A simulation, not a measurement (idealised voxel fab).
Process module, titled voxel gate over fins
Pictured: cross-section cut, 285 nm wide, on a grid of 5 nm square cells.
Throughout this document, each cross-section is represented as a grid of square cells and is presented as a sequence of bands enumerated from the top downward, where a band comprises one or more rows of cells. Band: top and bottom heights (nm) first, top before bottom; then materials from left to right, widths in nm. "throughout" marks a sole material filling the band edge to edge. "air" denotes empty space. Heights from 0 (as-received wafer is one material below). Bottom band endless downward, as "0 and below". Note: "30..40" means the width goes from the first number (top row of the band) to the second number (bottom row) in equal steps per row of cells. When a step is marked "no modifications", none of the cells in the cross-section changed during that step. Empty spaces counting at least 8 cells and having no open way to the top are listed in "Completely enclosed voids". The notation width x height at distance is used for each, the distance being from the left edge and all three values in nm. It should be noted that, on the line of a given step, the content following the step's settings is a remark produced by the simulator itself with respect to that step. overlay nm: where the mask lay relative to plan, measured to the right, on steps with a mask; negatives go left.

## Intended process steps
| 1 | RECEIVE,material Si |
| 2 | CONFORMAL_DEP,material SiN,thk nm 10 |
| 3 | MASKED_ETCH,tone cover,mask id FINS,width nm 15,pitch nm 60,etch materials SiN,depth nm 10,overlay nm 0 |
| 4 | MASKED_ETCH,tone cover,mask id FINS,width nm 15,pitch nm 60,etch materials Si,depth nm 35,overlay nm 0 |
| 5 | OXIDIZE,depth nm 5 |
| 6 | FILL_DEP,material SiO2,thk nm 10 |
| 7 | CMP,height nm 10 |
| 8 | PATTERN,tone open,mask id RAIL,material resist,width nm 15,thk nm 20,overlay nm 0 |
| 9 | DIRECTIONAL_ETCH,etch materials SiO2,depth nm 40 |
| 10 | STRIP,etch materials resist |
| 11 | CONFORMAL_DEP,material TiN,thk nm 5 |
| 12 | FILL_DEP,material W,thk nm 10 |
| 13 | CMP,height nm 10 |
| 14 | SELECTIVE_ETCH,etch materials W Ru TiN,depth nm 35 |
| 15 | FILL_DEP,material SiO2,thk nm 5 |
| 16 | CMP,height nm 10 |
| 17 | SELECTIVE_ETCH,etch materials SiO2,depth nm 25 |
| 18 | STRIP,etch materials SiN |
| 19 | CONFORMAL_DEP,material HfO2,thk nm 5 |
| 20 | CONFORMAL_DEP,material TiN,thk nm 5 |
| 21 | CONFORMAL_DEP,material TiAl,thk nm 5 |
| 22 | CONFORMAL_DEP,material TiN,thk nm 5 |
| 23 | FILL_DEP,material W,thk nm 10 |
| 24 | CMP,height nm 25 |
| 25 | CONFORMAL_DEP,material SiCN,thk nm 10 |

## Wafer as received: cross-section following step 1
  0 and below: Si throughout
  Completely enclosed voids: none

## Same starting wafer, same plan as above, one mistake in the execution; this is the cross-section at the end of the module
  35 down to 25: SiCN throughout
  25 down to 20: W throughout
  20 down to 10: W (90) | TiN (45) | W (15) | TiN (45) | W (90)
  10 down to 5: W (90) | TiN (10) | TiAl (25) | TiN (10) | W (15) | TiN (10) | TiAl (25) | TiN (10) | W (90)
  5 down to 0: TiN (100) | TiAl (5) | HfO2 (15) | TiAl (5) | TiN (35) | TiAl (5) | HfO2 (15) | TiAl (5) | TiN (100)
  0 down to -5: TiN (100) | TiAl (5) | HfO2 (5) | Si (5) | HfO2 (5) | TiAl (5) | TiN (35) | TiAl (5) | HfO2 (5) | Si (5) | HfO2 (5) | TiAl (5) | TiN (100)
  -5 down to -10: TiAl (105) | HfO2 (5) | Si (5) | HfO2 (5) | TiAl (45) | HfO2 (5) | Si (5) | HfO2 (5) | TiAl (105)
  -10 down to -15: HfO2 (110) | Si (5) | HfO2 (55) | Si (5) | HfO2 (110)
  -15 down to -25: SiO2 (110) | Si (5) | SiO2 (55) | Si (5) | SiO2 (110)
  -25 down to -30: SiO2 (110) | Si (5) | SiO2 (20) | TiN (15) | SiO2 (20) | Si (5) | SiO2 (110)
  -30 down to -40: SiO2 (110) | Si (5) | SiO2 (55) | Si (5) | SiO2 (110)
  -40 and below: Si throughout
  Completely enclosed voids: none
Finding, execution versus plan: steps 20 and 21: order swapped relative to plan
